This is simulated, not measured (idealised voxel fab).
process module | voxel capacitor over wiring
Shown is cross-section cut, with a width of 165 nm and square cells of size 5 nm.
When this document writes out a cross-section, it uses a grid of square cells and lists it as bands, beginning at the top and moving down, with a band standing for one or more rows of cells. Each band's line starts with the height of the band's top and of its bottom, in nm. Then come its materials from left to right, each with its width in nm. One material with "edge to edge" fills the band from edge to edge. "air" is empty space. Measure heights from 0. That's the level where, below it, the as-received wafer is all one material. The lowest band is bottomless and extends downward; write it as in "0 and below". Top row gets the first number, bottom row gets the second, and each row in between changes by the same step: that is how a band width like "30->40" works. Where a step carries "no alterations made", the cross-section came out of it unchanged, cell for cell. Each empty space that has no open way to the top and spans at least 8 cells appears under "Non-vented voids" as width x height at distance, the distance counted from the left edge, all in nm. That trailing text on a step's line, after the settings, is the simulator's own remark on the step. Each step line may optionally specify "overlay nm", which for a step with a mask gives the rightward distance between the mask's planned place and where it lay, a negative value indicating the leftward direction.

Intended process steps:
1) RECEIVE: material Si
2) CONFORMAL_DEP: material SiO2, thk nm 10
3) DIRECTIONAL_DEP: material TiN, thk nm 5
4) DIRECTIONAL_DEP: material W, thk nm 25
5) PATTERN: tone cover, mask id METAL_1, material resist, width nm 30, pitch nm 90, thk nm 20, overlay nm 0
6) DIRECTIONAL_ETCH: etch materials W, depth nm 25
7) DIRECTIONAL_ETCH: etch materials TiN, depth nm 5
8) STRIP: etch materials resist
9) FILL_DEP: material lowk, thk nm 10
10) CMP: height nm 40
11) CONFORMAL_DEP: material SiCN, thk nm 5
12) DIRECTIONAL_DEP: material lowk, thk nm 10
13) MASKED_ETCH: tone open, mask id PLUG_1, width nm 15, etch materials lowk, depth nm 10, overlay nm 0
14) MASKED_ETCH: tone open, mask id PLUG_1, width nm 15, etch materials SiCN, depth nm 5, overlay nm 0
15) CONFORMAL_DEP: material TiN, thk nm 5
16) FILL_DEP: material Ru, thk nm 5
17) CMP: height nm 55
18) DIRECTIONAL_DEP: material TiN, thk nm 10
19) DIRECTIONAL_DEP: material SiN, thk nm 5
20) DIRECTIONAL_DEP: material TiN, thk nm 10
21) DIRECTIONAL_DEP: material aC, thk nm 15
22) PATTERN: tone cover, mask id UPPER_PLATE, material resist, width nm 65, thk nm 35, overlay nm 0
23) DIRECTIONAL_ETCH: etch materials aC, depth nm 15
24) STRIP: etch materials resist
25) DIRECTIONAL_ETCH: etch materials TiN, depth nm 10
26) DIRECTIONAL_ETCH: etch materials SiN, depth nm 5
27) STRIP: etch materials aC
28) MASKED_ETCH: tone cover, mask id LOWER_PLATE, width nm 75, etch materials TiN, depth nm 10, overlay nm 0
29) FILL_DEP: material SiO2, thk nm 20
30) CMP: height nm 95
31) PATTERN: tone open, mask id PLUG_2, material resist, width nm 15, thk nm 20, overlay nm 0
32) DIRECTIONAL_ETCH: etch materials SiO2, depth nm 15
33) STRIP: etch materials resist
34) CONFORMAL_DEP: material TiN, thk nm 5
35) FILL_DEP: material Ru, thk nm 10
36) CMP: height nm 95
37) CONFORMAL_DEP: material SiN, thk nm 5

First of two wafers - as planned:

This is the cross-section of the wafer as we received it, i.e. after step 1:
- 0 and below = Si edge to edge
- Non-vented voids: none

Step 2 done - wafer cross-section:
- 10 down to 0 = SiO2 edge to edge
- Below 0, no change.

Step 3 done - wafer cross-section:
- 15 down to 10 = TiN edge to edge
- Below 10, no change.

Step 4 done - wafer cross-section:
- 40 down to 15 = W edge to edge
- Below 15, no change.

Step 5 done - wafer cross-section:
- 60 down to 40 = air (20); resist (30); air (60); resist (30); air (25)
- Below 40, no change.

Step 6 done - wafer cross-section:
- 60 down to 40 = air (20); resist (30); air (60); resist (30); air (25)
- 40 down to 15 = air (20); W (30); air (60); W (30); air (25)
- Below 15, no change.

Step 7 done - wafer cross-section:
- 60 down to 40 = air (20); resist (30); air (60); resist (30); air (25)
- 40 down to 15 = air (20); W (30); air (60); W (30); air (25)
- 15 down to 10 = air (20); TiN (30); air (60); TiN (30); air (25)
- Below 10, no change.

Step 8 done - wafer cross-section:
- 40 down to 15 = air (20); W (30); air (60); W (30); air (25)
- Below 15, no change.

Step 9 done - wafer cross-section:
- 50 down to 40 = lowk edge to edge
- 40 down to 15 = lowk (20); W (30); lowk (60); W (30); lowk (25)
- 15 down to 10 = lowk (20); TiN (30); lowk (60); TiN (30); lowk (25)
- Below 10, no change.

Step 10 done - wafer cross-section:
- 40 down to 15 = lowk (20); W (30); lowk (60); W (30); lowk (25)
- Below 15, no change.

Step 11 done - wafer cross-section:
- 45 down to 40 = SiCN edge to edge
- Below 40, no change.

Step 12 done - wafer cross-section:
- 55 down to 45 = lowk edge to edge
- Below 45, no change.

Step 13 done - wafer cross-section:
- 55 down to 45 = lowk (35); air (15); lowk (115)
- Below 45, no change.

Step 14 done - wafer cross-section:
- 55 down to 45 = lowk (35); air (15); lowk (115)
- 45 down to 40 = SiCN (35); air (15); SiCN (115)
- Below 40, no change.

Step 15 done - wafer cross-section:
- 60 down to 55 = TiN (40); air (5); TiN (120)
- 55 down to 45 = lowk (35); TiN (5); air (5); TiN (5); lowk (115)
- 45 down to 40 = SiCN (35); TiN (15); SiCN (115)
- Below 40, no change.

Step 16 done - wafer cross-section:
- 65 down to 60 = Ru edge to edge
- 60 down to 55 = TiN (40); Ru (5); TiN (120)
- 55 down to 45 = lowk (35); TiN (5); Ru (5); TiN (5); lowk (115)
- Below 45, no change.

Step 17 done - wafer cross-section:
- 55 down to 45 = lowk (35); TiN (5); Ru (5); TiN (5); lowk (115)
- Below 45, no change.

Step 18 done - wafer cross-section:
- 65 down to 55 = TiN edge to edge
- Below 55, no change.

Step 19 done - wafer cross-section:
- 70 down to 65 = SiN edge to edge
- Below 65, no change.

Step 20 done - wafer cross-section:
- 80 down to 70 = TiN edge to edge
- Below 70, no change.

Step 21 done - wafer cross-section:
- 95 down to 80 = aC edge to edge
- Below 80, no change.

Step 22 done - wafer cross-section:
- 130 down to 95 = air (35); resist (65); air (65)
- Below 95, no change.

Step 23 done - wafer cross-section:
- 115 down to 95 = air (35); resist (65); air (65)
- 95 down to 80 = air (35); aC (65); air (65)
- Below 80, no change.

Step 24 done - wafer cross-section:
- 95 down to 80 = air (35); aC (65); air (65)
- Below 80, no change.

Step 25 done - wafer cross-section:
- 95 down to 80 = air (35); aC (65); air (65)
- 80 down to 70 = air (35); TiN (65); air (65)
- Below 70, no change.

Step 26 done - wafer cross-section:
- 95 down to 80 = air (35); aC (65); air (65)
- 80 down to 70 = air (35); TiN (65); air (65)
- 70 down to 65 = air (35); SiN (65); air (65)
- Below 65, no change.

Step 27 done - wafer cross-section:
- 80 down to 70 = air (35); TiN (65); air (65)
- Below 70, no change.

Step 28 done - wafer cross-section:
- 80 down to 70 = air (35); TiN (65); air (65)
- 70 down to 65 = air (35); SiN (65); air (65)
- 65 down to 55 = air (30); TiN (75); air (60)
- Below 55, no change.

Step 29 done - wafer cross-section:
- 100 down to 80 = SiO2 edge to edge
- 80 down to 70 = SiO2 (35); TiN (65); SiO2 (65)
- 70 down to 65 = SiO2 (35); SiN (65); SiO2 (65)
- 65 down to 55 = SiO2 (30); TiN (75); SiO2 (60)
- Below 55, no change.

Step 30 done - wafer cross-section:
- 95 down to 80 = SiO2 edge to edge
- Below 80, no change.

Step 31 done - wafer cross-section:
- 115 down to 95 = resist (45); air (15); resist (105)
- Below 95, no change.

Step 32 done - wafer cross-section:
- 115 down to 95 = resist (45); air (15); resist (105)
- 95 down to 80 = SiO2 (45); air (15); SiO2 (105)
- Below 80, no change.

Step 33 done - wafer cross-section:
- 95 down to 80 = SiO2 (45); air (15); SiO2 (105)
- Below 80, no change.

Step 34 done - wafer cross-section:
- 100 down to 95 = TiN (50); air (5); TiN (110)
- 95 down to 85 = SiO2 (45); TiN (5); air (5); TiN (5); SiO2 (105)
- 85 down to 80 = SiO2 (45); TiN (15); SiO2 (105)
- Below 80, no change.

Step 35 done - wafer cross-section:
- 110 down to 100 = Ru edge to edge
- 100 down to 95 = TiN (50); Ru (5); TiN (110)
- 95 down to 85 = SiO2 (45); TiN (5); Ru (5); TiN (5); SiO2 (105)
- Below 85, no change.

Step 36 done - wafer cross-section:
- 95 down to 85 = SiO2 (45); TiN (5); Ru (5); TiN (5); SiO2 (105)
- Below 85, no change.

Step 37 done - wafer cross-section:
- 100 down to 95 = SiN edge to edge
- Below 95, no change.

Second wafer, same starting state and plan as the first, one mistake in the run, identical through step 17:

Second wafer at the planned finish of step 18, seen in cross-section:
- 60 down to 55 = SiN edge to edge
- Below 55, no change.

Second wafer at the planned finish of step 19, seen in cross-section:
- 70 down to 60 = TiN edge to edge
- Below 60, no change.

Second wafer at the planned finish of step 20, seen in cross-section:
- 80 down to 60 = TiN edge to edge
- Below 60, no change.

Second wafer at the planned finish of step 21, seen in cross-section:
- 95 down to 80 = aC edge to edge
- Below 80, no change.

Second wafer at the planned finish of step 22, seen in cross-section:
- 130 down to 95 = air (35); resist (65); air (65)
- Below 95, no change.

Second wafer at the planned finish of step 23, seen in cross-section:
- 115 down to 95 = air (35); resist (65); air (65)
- 95 down to 80 = air (35); aC (65); air (65)
- Below 80, no change.

Second wafer at the planned finish of step 24, seen in cross-section:
- 95 down to 80 = air (35); aC (65); air (65)
- Below 80, no change.

Second wafer at the planned finish of step 25, seen in cross-section:
- 95 down to 80 = air (35); aC (65); air (65)
- 80 down to 70 = air (35); TiN (65); air (65)
- Below 70, no change.

Second wafer at the planned finish of step 26, seen in cross-section: no alterations made

Second wafer at the planned finish of step 27, seen in cross-section:
- 80 down to 70 = air (35); TiN (65); air (65)
- Below 70, no change.

Second wafer at the planned finish of step 28, seen in cross-section:
- 80 down to 70 = air (35); TiN (65); air (65)
- 70 down to 60 = air (30); TiN (75); air (60)
- Below 60, no change.

Second wafer at the planned finish of step 29, seen in cross-section:
- 100 down to 80 = SiO2 edge to edge
- 80 down to 70 = SiO2 (35); TiN (65); SiO2 (65)
- 70 down to 60 = SiO2 (30); TiN (75); SiO2 (60)
- Below 60, no change.

Second wafer at the planned finish of step 30, seen in cross-section:
- 95 down to 80 = SiO2 edge to edge
- Below 80, no change.

Second wafer at the planned finish of step 31, seen in cross-section:
- 115 down to 95 = resist (45); air (15); resist (105)
- Below 95, no change.

Second wafer at the planned finish of step 32, seen in cross-section:
- 115 down to 95 = resist (45); air (15); resist (105)
- 95 down to 80 = SiO2 (45); air (15); SiO2 (105)
- Below 80, no change.

Second wafer at the planned finish of step 33, seen in cross-section:
- 95 down to 80 = SiO2 (45); air (15); SiO2 (105)
- Below 80, no change.

Second wafer at the planned finish of step 34, seen in cross-section:
- 100 down to 95 = TiN (50); air (5); TiN (110)
- 95 down to 85 = SiO2 (45); TiN (5); air (5); TiN (5); SiO2 (105)
- 85 down to 80 = SiO2 (45); TiN (15); SiO2 (105)
- Below 80, no change.

Second wafer at the planned finish of step 35, seen in cross-section:
- 110 down to 100 = Ru edge to edge
- 100 down to 95 = TiN (50); Ru (5); TiN (110)
- 95 down to 85 = SiO2 (45); TiN (5); Ru (5); TiN (5); SiO2 (105)
- Below 85, no change.

Second wafer at the planned finish of step 36, seen in cross-section:
- 95 down to 85 = SiO2 (45); TiN (5); Ru (5); TiN (5); SiO2 (105)
- Below 85, no change.

Second wafer at the planned finish of step 37, seen in cross-section:
- 100 down to 95 = SiN edge to edge
- Below 95, no change.
Want to know what went wrong? a sequencing error occurred in which plan steps 18 and 19 were transposed
Final comparison by cell count, materials where the second wafer has more or fewer than the first: +20 SiN, -20 SiO2
